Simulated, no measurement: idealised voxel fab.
Title: Process Module voxel transistor to metal
Cross-sectional view cut (width: 205 nm; square cell size: 5 nm).
Cross-sections here: square-cell grids, written as top-down lists of bands, a band being one or more rows of cells. The band entry comprises the height of the band's top followed by the height of its bottom, expressed in nm, and subsequently the band's materials from left to right, each stated together with its width in nm. Where a single material is marked with the word "everywhere", that material fills the band from edge to edge. The word "air" represents empty space. Height datum 0, below which the as-received substrate wafer is one material. Lowest band open at the bottom, running downward: "0..down". Read "30->40" as a graded width: first number on top, second number at the bottom, same change between each pair of neighbouring rows. Where a step carries "identical to before", the cross-section came out of it unchanged, cell for cell. Voids not open to the top, 8 cells minimum: see "Sealed internal voids". Written width x height at distance; distance is from the left edge; nm. Step line, after settings: the simulator's comment on this step. Among the settings permitted on a step's line is "overlay nm"; applied to a step with a mask, it specifies the extent to which the mask lay to the right of its planned position, whereas a negative figure signifies a position to the left.
### The following list gives the planned process steps
1,RECEIVE,material Si
2,OXIDIZE,depth nm 5
3,CONFORMAL_DEP,material SiN,thk nm 15
4,MASKED_ETCH,tone cover,mask id ACTIVE,width nm 110,etch materials SiN,depth nm 15,overlay nm 0
5,MASKED_ETCH,tone cover,mask id ACTIVE,width nm 110,etch materials SiO2,depth nm 5,overlay nm 0
6,MASKED_ETCH,tone cover,mask id ACTIVE,width nm 110,etch materials Si,depth nm 25,overlay nm 0
7,FILL_DEP,material SiO2,thk nm 10
8,CMP,height nm 15
9,SELECTIVE_ETCH,etch materials SiO2,depth nm 5
10,STRIP,etch materials SiN
11,SELECTIVE_ETCH,etch materials SiO2,depth nm 5
12,OXIDIZE,depth nm 5
13,DIRECTIONAL_DEP,material polySi,thk nm 25
14,DIRECTIONAL_DEP,material SiCN,thk nm 10
15,PATTERN,tone cover,mask id GATE,material resist,width nm 30,thk nm 20,overlay nm 0
16,DIRECTIONAL_ETCH,etch materials SiCN,depth nm 20
17,DIRECTIONAL_ETCH,etch materials polySi,depth nm 35
18,STRIP,etch materials resist
19,CONFORMAL_DEP,material SiO2,thk nm 5
20,DIRECTIONAL_ETCH,etch materials SiO2,depth nm 5
21,CONFORMAL_DEP,material SiN,thk nm 10
22,DIRECTIONAL_ETCH,etch materials SiN,depth nm 10
23,DIRECTIONAL_ETCH,etch materials SiO2,depth nm 5
24,DIRECTIONAL_ETCH,etch materials Si,depth nm 5
25,EPI,material nSi,thk nm 5
26,FILL_DEP,material SiO2,thk nm 5
27,CMP,height nm 20
28,STRIP,etch materials polySi
29,SELECTIVE_ETCH,etch materials SiO2,depth nm 5
30,CONFORMAL_DEP,material HfO2,thk nm 5
31,CONFORMAL_DEP,material TiN,thk nm 5
32,FILL_DEP,material W,thk nm 5
33,CMP,height nm 15
34,DIRECTIONAL_DEP,material SiO2,thk nm 15
35,MASKED_ETCH,tone open,mask id CONTACT,width nm 20,pitch nm 80,etch materials SiO2,depth nm 40,overlay nm 0
36,CONFORMAL_DEP,material TiN,thk nm 5
37,FILL_DEP,material W,thk nm 5
38,CMP,height nm 30
39,DIRECTIONAL_DEP,material TiN,thk nm 5
40,DIRECTIONAL_DEP,material Ru,thk nm 15
41,PATTERN,tone cover,mask id METAL_1,material resist,width nm 20,pitch nm 80,thk nm 15,overlay nm 0
42,DIRECTIONAL_ETCH,etch materials Ru,depth nm 15
43,DIRECTIONAL_ETCH,etch materials TiN,depth nm 5
44,STRIP,etch materials resist
45,CONFORMAL_DEP,material SiCN,thk nm 5
46,FILL_DEP,material SiO2,thk nm 10
47,CMP,height nm 50
48,CONFORMAL_DEP,material SiN,thk nm 5
### Shown in cross-section is the wafer as received, that is, as it stands after step 1
- 0..down | Si everywhere
- Sealed internal voids: none
### Post-module cross-section: identical start and plan to those above, one misstep in execution
- 55..50 | SiN everywhere
- 50..35 | 45 SiO2 | 5 SiCN | 20 Ru | 5 SiCN | 50 SiO2 | 5 SiCN | 20 Ru | 5 SiCN | 50 SiO2
- 35..30 | 50 SiCN | 20 TiN | 60 SiCN | 20 TiN | 55 SiCN
- 30..25 | 50 SiO2 | 20 TiN | 60 SiO2 | 20 TiN | 55 SiO2
- 25..20 | 65 TiN | 20 HfO2 | 5 TiN | 20 W | 5 TiN | 20 HfO2 | 70 TiN
- 20..15 | 70 HfO2 | 10 SiN | 5 HfO2 | 5 TiN | 20 W | 5 TiN | 5 HfO2 | 10 SiN | 75 HfO2
- 15..5 | 70 SiO2 | 10 SiN | 5 HfO2 | 5 TiN | 20 W | 5 TiN | 5 HfO2 | 10 SiN | 75 SiO2
- 5..0 | 45 SiO2 | 10 SiN | 15 SiO2 | 10 SiN | 5 HfO2 | 5 TiN | 20 W | 5 TiN | 5 HfO2 | 10 SiN | 15 SiO2 | 10 SiN | 50 SiO2
- 0..-5 | 45 SiO2 | 10 SiN | 15 SiO2 | 10 SiN | 5 HfO2 | 30 TiN | 5 HfO2 | 10 SiN | 15 SiO2 | 10 SiN | 50 SiO2
- -5..-10 | 55 SiO2 | 5 nSi | 5 SiO2 | 5 nSi | 10 SiO2 | 40 HfO2 | 10 SiO2 | 5 nSi | 5 SiO2 | 5 nSi | 60 SiO2
- -10..-15 | 45 SiO2 | 10 Si | 15 nSi | 60 Si | 15 nSi | 10 Si | 50 SiO2
- -15..-30 | 45 SiO2 | 110 Si | 50 SiO2
- -30..down | Si everywhere
- Sealed internal voids: none
what went wrong: step 33 ran as: CMP,height nm 25
